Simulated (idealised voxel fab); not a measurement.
Process module, titled voxel wiring stack
Square cell edge 5 nm, section width 210 nm, ID cut.
The cross-sections in this document take the form of a grid made of square cells. They are written out as bands, in order from top to bottom. Each band consists of one or more rows of cells. This entry defines a band. It first specifies the height of the band's top and the height of its bottom in nm, and then specifies the band's materials from left to right, stating each material with its width in nm. The word "all across" identifies a single material that fills the band from edge to edge, while the word "blank" identifies empty space. For the purposes of this specification, 0 denotes the height below which the wafer in its as-received condition is composed wholly of one material, and the lowermost band, lacking a lower limit, extends downward without end, as expressed in "0 down". The expression "30..40" gives the width at the extremes of the band, the first number at its top row of cells and the second at its bottom row, with the width changing by equal amounts from each row to the next in between. Step note "changes: none" = no cross-section cell changed. Heads up: "Voids, fully enclosed" only lists the empty pockets with no open path to the top that are 8 cells or more, and it writes them as width x height at distance, distance from the left edge, in nm. Anything after a step's settings on that line? It's the simulator's own note about the step. The line of a step may include "overlay nm". On a step with a mask, this value is how far to the right of its planned place the mask lay. A negative value means the mask lay to the left.

# These are the steps we planned for the process
1: RECEIVE (material Si)
2: CONFORMAL_DEP (material SiO2; thk nm 10)
3: DIRECTIONAL_DEP (material TiN; thk nm 5)
4: DIRECTIONAL_DEP (material W; thk nm 25)
5: DIRECTIONAL_DEP (material aC; thk nm 15)
6: PATTERN (tone cover; mask id METAL_1; material resist; width nm 20; pitch nm 45; thk nm 35; overlay nm 0)
7: DIRECTIONAL_ETCH (etch materials aC; depth nm 15)
8: STRIP (etch materials resist)
9: DIRECTIONAL_ETCH (etch materials W; depth nm 25)
10: DIRECTIONAL_ETCH (etch materials TiN; depth nm 5)
11: STRIP (etch materials aC)
12: CONFORMAL_DEP (material SiN; thk nm 5)
13: FILL_DEP (material lowk; thk nm 5)
14: CMP (height nm 40)
15: CONFORMAL_DEP (material SiCN; thk nm 5)
16: DIRECTIONAL_DEP (material lowk; thk nm 15)
17: MASKED_ETCH (tone open; mask id PLUG_1; width nm 15; pitch nm 45; etch materials lowk; depth nm 15; overlay nm 0)
18: MASKED_ETCH (tone open; mask id PLUG_1; width nm 15; pitch nm 45; etch materials SiCN; depth nm 5; overlay nm 0)
19: CONFORMAL_DEP (material TiN; thk nm 5)
20: FILL_DEP (material Ru; thk nm 5)
21: CMP (height nm 60)
22: DIRECTIONAL_DEP (material TiN; thk nm 5)
23: DIRECTIONAL_DEP (material W; thk nm 20)
24: PATTERN (tone cover; mask id METAL_2; material resist; width nm 20; pitch nm 45; thk nm 15; overlay nm 0)
25: DIRECTIONAL_ETCH (etch materials W; depth nm 20)
26: DIRECTIONAL_ETCH (etch materials TiN; depth nm 5)
27: STRIP (etch materials resist)
28: CONFORMAL_DEP (material SiN; thk nm 5)
29: FILL_DEP (material SiO2; thk nm 5)
30: CMP (height nm 85)
31: CONFORMAL_DEP (material SiN; thk nm 5)

# Concerning the first of two wafers, which was run in accordance with the plan

# Incoming wafer in cross-section (state: after step 1)
* 0 down: Si all across
* Voids, fully enclosed: none

# The wafer, seen in cross-section, after step 2
* 10 to 0: SiO2 all across
* Rest of section, below 0: as before.

# The wafer, seen in cross-section, after step 3
* 15 to 10: TiN all across
* Rest of section, below 10: as before.

# The wafer, seen in cross-section, after step 4
* 40 to 15: W all across
* Rest of section, below 15: as before.

# The wafer, seen in cross-section, after step 5
* 55 to 40: aC all across
* Rest of section, below 40: as before.

# The wafer, seen in cross-section, after step 6
* 90 to 55: blank 25 | resist 20 | blank 25 | resist 20 | blank 25 | resist 20 | blank 25 | resist 20 | blank 30
* Rest of section, below 55: as before.

# The wafer, seen in cross-section, after step 7
* 75 to 55: blank 25 | resist 20 | blank 25 | resist 20 | blank 25 | resist 20 | blank 25 | resist 20 | blank 30
* 55 to 40: blank 25 | aC 20 | blank 25 | aC 20 | blank 25 | aC 20 | blank 25 | aC 20 | blank 30
* Rest of section, below 40: as before.

# The wafer, seen in cross-section, after step 8
* 55 to 40: blank 25 | aC 20 | blank 25 | aC 20 | blank 25 | aC 20 | blank 25 | aC 20 | blank 30
* Rest of section, below 40: as before.

# The wafer, seen in cross-section, after step 9
* 55 to 40: blank 25 | aC 20 | blank 25 | aC 20 | blank 25 | aC 20 | blank 25 | aC 20 | blank 30
* 40 to 15: blank 25 | W 20 | blank 25 | W 20 | blank 25 | W 20 | blank 25 | W 20 | blank 30
* Rest of section, below 15: as before.

# The wafer, seen in cross-section, after step 10
* 55 to 40: blank 25 | aC 20 | blank 25 | aC 20 | blank 25 | aC 20 | blank 25 | aC 20 | blank 30
* 40 to 15: blank 25 | W 20 | blank 25 | W 20 | blank 25 | W 20 | blank 25 | W 20 | blank 30
* 15 to 10: blank 25 | TiN 20 | blank 25 | TiN 20 | blank 25 | TiN 20 | blank 25 | TiN 20 | blank 30
* Rest of section, below 10: as before.

# The wafer, seen in cross-section, after step 11
* 40 to 15: blank 25 | W 20 | blank 25 | W 20 | blank 25 | W 20 | blank 25 | W 20 | blank 30
* Rest of section, below 15: as before.

# The wafer, seen in cross-section, after step 12
* 45 to 40: blank 20 | SiN 30 | blank 15 | SiN 30 | blank 15 | SiN 30 | blank 15 | SiN 30 | blank 25
* 40 to 15: blank 20 | SiN 5 | W 20 | SiN 5 | blank 15 | SiN 5 | W 20 | SiN 5 | blank 15 | SiN 5 | W 20 | SiN 5 | blank 15 | SiN 5 | W 20 | SiN 5 | blank 25
* 15 to 10: SiN 25 | TiN 20 | SiN 25 | TiN 20 | SiN 25 | TiN 20 | SiN 25 | TiN 20 | SiN 30
* Rest of section, below 10: as before.

# The wafer, seen in cross-section, after step 13
* 50 to 45: lowk all across
* 45 to 40: lowk 20 | SiN 30 | lowk 15 | SiN 30 | lowk 15 | SiN 30 | lowk 15 | SiN 30 | lowk 25
* 40 to 15: lowk 20 | SiN 5 | W 20 | SiN 5 | lowk 15 | SiN 5 | W 20 | SiN 5 | lowk 15 | SiN 5 | W 20 | SiN 5 | lowk 15 | SiN 5 | W 20 | SiN 5 | lowk 25
* Rest of section, below 15: as before.

# The wafer, seen in cross-section, after step 14
* 40 to 15: lowk 20 | SiN 5 | W 20 | SiN 5 | lowk 15 | SiN 5 | W 20 | SiN 5 | lowk 15 | SiN 5 | W 20 | SiN 5 | lowk 15 | SiN 5 | W 20 | SiN 5 | lowk 25
* Rest of section, below 15: as before.

# The wafer, seen in cross-section, after step 15
* 45 to 40: SiCN all across
* Rest of section, below 40: as before.

# The wafer, seen in cross-section, after step 16
* 60 to 45: lowk all across
* Rest of section, below 45: as before.

# The wafer, seen in cross-section, after step 17
* 60 to 45: lowk 25 | blank 15 | lowk 30 | blank 15 | lowk 30 | blank 15 | lowk 30 | blank 15 | lowk 35
* Rest of section, below 45: as before.

# The wafer, seen in cross-section, after step 18
* 60 to 45: lowk 25 | blank 15 | lowk 30 | blank 15 | lowk 30 | blank 15 | lowk 30 | blank 15 | lowk 35
* 45 to 40: SiCN 25 | blank 15 | SiCN 30 | blank 15 | SiCN 30 | blank 15 | SiCN 30 | blank 15 | SiCN 35
* Rest of section, below 40: as before.

# The wafer, seen in cross-section, after step 19
* 65 to 60: TiN 30 | blank 5 | TiN 40 | blank 5 | TiN 40 | blank 5 | TiN 40 | blank 5 | TiN 40
* 60 to 45: lowk 25 | TiN 5 | blank 5 | TiN 5 | lowk 30 | TiN 5 | blank 5 | TiN 5 | lowk 30 | TiN 5 | blank 5 | TiN 5 | lowk 30 | TiN 5 | blank 5 | TiN 5 | lowk 35
* 45 to 40: SiCN 25 | TiN 15 | SiCN 30 | TiN 15 | SiCN 30 | TiN 15 | SiCN 30 | TiN 15 | SiCN 35
* Rest of section, below 40: as before.

# The wafer, seen in cross-section, after step 20
* 70 to 65: Ru all across
* 65 to 60: TiN 30 | Ru 5 | TiN 40 | Ru 5 | TiN 40 | Ru 5 | TiN 40 | Ru 5 | TiN 40
* 60 to 45: lowk 25 | TiN 5 | Ru 5 | TiN 5 | lowk 30 | TiN 5 | Ru 5 | TiN 5 | lowk 30 | TiN 5 | Ru 5 | TiN 5 | lowk 30 | TiN 5 | Ru 5 | TiN 5 | lowk 35
* Rest of section, below 45: as before.

# The wafer, seen in cross-section, after step 21
* 60 to 45: lowk 25 | TiN 5 | Ru 5 | TiN 5 | lowk 30 | TiN 5 | Ru 5 | TiN 5 | lowk 30 | TiN 5 | Ru 5 | TiN 5 | lowk 30 | TiN 5 | Ru 5 | TiN 5 | lowk 35
* Rest of section, below 45: as before.

# The wafer, seen in cross-section, after step 22
* 65 to 60: TiN all across
* Rest of section, below 60: as before.

# The wafer, seen in cross-section, after step 23
* 85 to 65: W all across
* Rest of section, below 65: as before.

# The wafer, seen in cross-section, after step 24
* 100 to 85: blank 25 | resist 20 | blank 25 | resist 20 | blank 25 | resist 20 | blank 25 | resist 20 | blank 30
* Rest of section, below 85: as before.

# The wafer, seen in cross-section, after step 25
* 100 to 85: blank 25 | resist 20 | blank 25 | resist 20 | blank 25 | resist 20 | blank 25 | resist 20 | blank 30
* 85 to 65: blank 25 | W 20 | blank 25 | W 20 | blank 25 | W 20 | blank 25 | W 20 | blank 30
* Rest of section, below 65: as before.

# The wafer, seen in cross-section, after step 26
* 100 to 85: blank 25 | resist 20 | blank 25 | resist 20 | blank 25 | resist 20 | blank 25 | resist 20 | blank 30
* 85 to 65: blank 25 | W 20 | blank 25 | W 20 | blank 25 | W 20 | blank 25 | W 20 | blank 30
* 65 to 60: blank 25 | TiN 20 | blank 25 | TiN 20 | blank 25 | TiN 20 | blank 25 | TiN 20 | blank 30
* Rest of section, below 60: as before.

# The wafer, seen in cross-section, after step 27
* 85 to 65: blank 25 | W 20 | blank 25 | W 20 | blank 25 | W 20 | blank 25 | W 20 | blank 30
* Rest of section, below 65: as before.

# The wafer, seen in cross-section, after step 28
* 90 to 85: blank 20 | SiN 30 | blank 15 | SiN 30 | blank 15 | SiN 30 | blank 15 | SiN 30 | blank 25
* 85 to 65: blank 20 | SiN 5 | W 20 | SiN 5 | blank 15 | SiN 5 | W 20 | SiN 5 | blank 15 | SiN 5 | W 20 | SiN 5 | blank 15 | SiN 5 | W 20 | SiN 5 | blank 25
* 65 to 60: SiN 25 | TiN 20 | SiN 25 | TiN 20 | SiN 25 | TiN 20 | SiN 25 | TiN 20 | SiN 30
* Rest of section, below 60: as before.

# The wafer, seen in cross-section, after step 29
* 95 to 90: SiO2 all across
* 90 to 85: SiO2 20 | SiN 30 | SiO2 15 | SiN 30 | SiO2 15 | SiN 30 | SiO2 15 | SiN 30 | SiO2 25
* 85 to 65: SiO2 20 | SiN 5 | W 20 | SiN 5 | SiO2 15 | SiN 5 | W 20 | SiN 5 | SiO2 15 | SiN 5 | W 20 | SiN 5 | SiO2 15 | SiN 5 | W 20 | SiN 5 | SiO2 25
* Rest of section, below 65: as before.

# The wafer, seen in cross-section, after step 30
* 85 to 65: SiO2 20 | SiN 5 | W 20 | SiN 5 | SiO2 15 | SiN 5 | W 20 | SiN 5 | SiO2 15 | SiN 5 | W 20 | SiN 5 | SiO2 15 | SiN 5 | W 20 | SiN 5 | SiO2 25
* Rest of section, below 65: as before.

# The wafer, seen in cross-section, after step 31
* 90 to 85: SiN all across
* Rest of section, below 85: as before.

# Second wafer, same starting state and plan as the first, one mistake in the run, identical through step 16

# Cross-sectional view of the second wafer at the intended end time of process step 17
* 60 to 45: lowk 30 | blank 15 | lowk 30 | blank 15 | lowk 30 | blank 15 | lowk 30 | blank 15 | lowk 30
* Rest of section, below 45: as before.

# Cross-sectional view of the second wafer at the intended end time of process step 18
* 60 to 45: lowk 30 | blank 15 | lowk 30 | blank 15 | lowk 30 | blank 15 | lowk 30 | blank 15 | lowk 30
* 45 to 40: SiCN 30 | blank 10 | SiCN 35 | blank 10 | SiCN 35 | blank 10 | SiCN 35 | blank 10 | SiCN 35
* Rest of section, below 40: as before.

# Cross-sectional view of the second wafer at the intended end time of process step 19
* 65 to 60: TiN 35 | blank 5 | TiN 40 | blank 5 | TiN 40 | blank 5 | TiN 40 | blank 5 | TiN 35
* 60 to 50: lowk 30 | TiN 5 | blank 5 | TiN 5 | lowk 30 | TiN 5 | blank 5 | TiN 5 | lowk 30 | TiN 5 | blank 5 | TiN 5 | lowk 30 | TiN 5 | blank 5 | TiN 5 | lowk 30
* 50 to 45: lowk 30 | TiN 15 | lowk 30 | TiN 15 | lowk 30 | TiN 15 | lowk 30 | TiN 15 | lowk 30
* 45 to 40: SiCN 30 | TiN 10 | SiCN 35 | TiN 10 | SiCN 35 | TiN 10 | SiCN 35 | TiN 10 | SiCN 35
* Rest of section, below 40: as before.

# Cross-sectional view of the second wafer at the intended end time of process step 20
* 70 to 65: Ru all across
* 65 to 60: TiN 35 | Ru 5 | TiN 40 | Ru 5 | TiN 40 | Ru 5 | TiN 40 | Ru 5 | TiN 35
* 60 to 50: lowk 30 | TiN 5 | Ru 5 | TiN 5 | lowk 30 | TiN 5 | Ru 5 | TiN 5 | lowk 30 | TiN 5 | Ru 5 | TiN 5 | lowk 30 | TiN 5 | Ru 5 | TiN 5 | lowk 30
* Rest of section, below 50: as before.

# Cross-sectional view of the second wafer at the intended end time of process step 21
* 60 to 50: lowk 30 | TiN 5 | Ru 5 | TiN 5 | lowk 30 | TiN 5 | Ru 5 | TiN 5 | lowk 30 | TiN 5 | Ru 5 | TiN 5 | lowk 30 | TiN 5 | Ru 5 | TiN 5 | lowk 30
* Rest of section, below 50: as before.

# Cross-sectional view of the second wafer at the intended end time of process step 22
* 65 to 60: TiN all across
* Rest of section, below 60: as before.

# Cross-sectional view of the second wafer at the intended end time of process step 23
* 85 to 65: W all across
* Rest of section, below 65: as before.

# Cross-sectional view of the second wafer at the intended end time of process step 24
* 100 to 85: blank 25 | resist 20 | blank 25 | resist 20 | blank 25 | resist 20 | blank 25 | resist 20 | blank 30
* Rest of section, below 85: as before.

# Cross-sectional view of the second wafer at the intended end time of process step 25
* 100 to 85: blank 25 | resist 20 | blank 25 | resist 20 | blank 25 | resist 20 | blank 25 | resist 20 | blank 30
* 85 to 65: blank 25 | W 20 | blank 25 | W 20 | blank 25 | W 20 | blank 25 | W 20 | blank 30
* Rest of section, below 65: as before.

# Cross-sectional view of the second wafer at the intended end time of process step 26
* 100 to 85: blank 25 | resist 20 | blank 25 | resist 20 | blank 25 | resist 20 | blank 25 | resist 20 | blank 30
* 85 to 65: blank 25 | W 20 | blank 25 | W 20 | blank 25 | W 20 | blank 25 | W 20 | blank 30
* 65 to 60: blank 25 | TiN 20 | blank 25 | TiN 20 | blank 25 | TiN 20 | blank 25 | TiN 20 | blank 30
* Rest of section, below 60: as before.

# Cross-sectional view of the second wafer at the intended end time of process step 27
* 85 to 65: blank 25 | W 20 | blank 25 | W 20 | blank 25 | W 20 | blank 25 | W 20 | blank 30
* Rest of section, below 65: as before.

# Cross-sectional view of the second wafer at the intended end time of process step 28
* 90 to 85: blank 20 | SiN 30 | blank 15 | SiN 30 | blank 15 | SiN 30 | blank 15 | SiN 30 | blank 25
* 85 to 65: blank 20 | SiN 5 | W 20 | SiN 5 | blank 15 | SiN 5 | W 20 | SiN 5 | blank 15 | SiN 5 | W 20 | SiN 5 | blank 15 | SiN 5 | W 20 | SiN 5 | blank 25
* 65 to 60: SiN 25 | TiN 20 | SiN 25 | TiN 20 | SiN 25 | TiN 20 | SiN 25 | TiN 20 | SiN 30
* Rest of section, below 60: as before.

# Cross-sectional view of the second wafer at the intended end time of process step 29
* 95 to 90: SiO2 all across
* 90 to 85: SiO2 20 | SiN 30 | SiO2 15 | SiN 30 | SiO2 15 | SiN 30 | SiO2 15 | SiN 30 | SiO2 25
* 85 to 65: SiO2 20 | SiN 5 | W 20 | SiN 5 | SiO2 15 | SiN 5 | W 20 | SiN 5 | SiO2 15 | SiN 5 | W 20 | SiN 5 | SiO2 15 | SiN 5 | W 20 | SiN 5 | SiO2 25
* Rest of section, below 65: as before.

# Cross-sectional view of the second wafer at the intended end time of process step 30
* 85 to 65: SiO2 20 | SiN 5 | W 20 | SiN 5 | SiO2 15 | SiN 5 | W 20 | SiN 5 | SiO2 15 | SiN 5 | W 20 | SiN 5 | SiO2 15 | SiN 5 | W 20 | SiN 5 | SiO2 25
* Rest of section, below 65: as before.

# Cross-sectional view of the second wafer at the intended end time of process step 31
* 90 to 85: SiN all across
* Rest of section, below 85: as before.
What broke from the plan during processing? step 17 ran with different settings than intended, the actual operation and settings being MASKED_ETCH (tone open; mask id PLUG_1; width nm 15; pitch nm 45; etch materials lowk; depth nm 15; overlay nm 5)
Materials where the second wafer ends with more or fewer cells than the first: 4 fewer of Ru; 4 more of SiCN
